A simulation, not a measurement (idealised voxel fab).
A process module follows: voxel self aligned contacts.
The figure presents cross-section cut, which has a width of 225 nm and is divided into square cells with an edge length of 5 nm.
We lay out every cross-section as a grid of square cells and spell it out in bands from the top down, where one band means one or more rows of cells.
Band entry format. Leading values: height of top, height of bottom, nm. Remainder: materials in left-to-right order, each with its width in nm. Special words: "throughout" on a single material, which then fills the band edge to edge; "blank", empty space.
A quick word on heights: they are counted from 0, and under that level the wafer as it came to us is one material throughout. The lowest band is different from the rest in having no bottom; it simply continues downward, written as in "0 and below".
Quick explanation for "30 to 40": the width changes in equal steps down the rows of cells, from the first number in the band's top row to the second number in its bottom row.
Basically "no modifications" means that step didn't change any cell in the cross-section.
Entry "Trapped voids". Content: empty spaces with no open connection to the top, size 8 cells or greater. Each: width x height at distance. Distance: from left edge. Unit: nm.
Whatever follows a step's settings on its line is a remark the simulator itself makes about that step.
overlay nm: for a step with a mask, the amount by which the mask lay right of where it was planned; a negative amount means left of it.
**Below is the list of planned process steps**
1: RECEIVE | material Si
2: CONFORMAL_DEP | material SiO2 | thk nm 5
3: DIRECTIONAL_DEP | material polySi | thk nm 30
4: DIRECTIONAL_DEP | material SiN | thk nm 20
5: PATTERN | tone cover | mask id GATE | material resist | width nm 25 | pitch nm 60 | thk nm 20 | overlay nm 0
6: DIRECTIONAL_ETCH | etch materials SiN | depth nm 20
7: DIRECTIONAL_ETCH | etch materials polySi | depth nm 30
8: STRIP | etch materials resist
9: CONFORMAL_DEP | material SiN | thk nm 5
10: DIRECTIONAL_ETCH | etch materials SiN | depth nm 5
11: FILL_DEP | material SiO2 | thk nm 15
12: CMP | height nm 60
13: MASKED_ETCH | tone open | mask id CONTACT | width nm 45 | etch materials SiO2 | depth nm 60 | overlay nm 0
14: CONFORMAL_DEP | material TiN | thk nm 5
15: FILL_DEP | material Ru | thk nm 10
16: CMP | height nm 60
17: CONFORMAL_DEP | material SiCN | thk nm 5
**as received, after step 1**
    0 and below | Si throughout
    Trapped voids: none
**The first of the two wafers as seen in cross-section once the module was finished; processing followed the plan**
    65 down to 60 | SiCN throughout
    60 down to 55 | 90 of SiO2; 15 of TiN; 15 of Ru; 15 of TiN; 90 of SiO2
    55 down to 35 | 65 of SiO2; 35 of SiN; 5 of TiN; 15 of Ru; 5 of TiN; 35 of SiN; 65 of SiO2
    35 down to 5 | 65 of SiO2; 5 of SiN; 25 of polySi; 5 of SiN; 5 of TiN; 15 of Ru; 5 of TiN; 5 of SiN; 25 of polySi; 5 of SiN; 65 of SiO2
    5 down to 0 | 100 of SiO2; 25 of TiN; 100 of SiO2
    0 and below | Si throughout
    Trapped voids: none
**Cross-sectional view: second of two wafers, end of module; start and plan identical to the first, one mistake in running**
    60 down to 55 | SiCN throughout
    55 down to 35 | 65 of SiO2; 35 of SiN; 5 of TiN; 15 of Ru; 5 of TiN; 35 of SiN; 65 of SiO2
    35 down to 5 | 65 of SiO2; 5 of SiN; 25 of polySi; 5 of SiN; 5 of TiN; 15 of Ru; 5 of TiN; 5 of SiN; 25 of polySi; 5 of SiN; 65 of SiO2
    5 down to 0 | 100 of SiO2; 25 of TiN; 100 of SiO2
    0 and below | Si throughout
    Trapped voids: none
What went wrong in running the wafer? contrary to plan, step 16 was performed as CMP | height nm 55
Final difference in cells, second wafer against first, listed per material as more or fewer: -3 Ru; -36 SiO2; -6 TiN
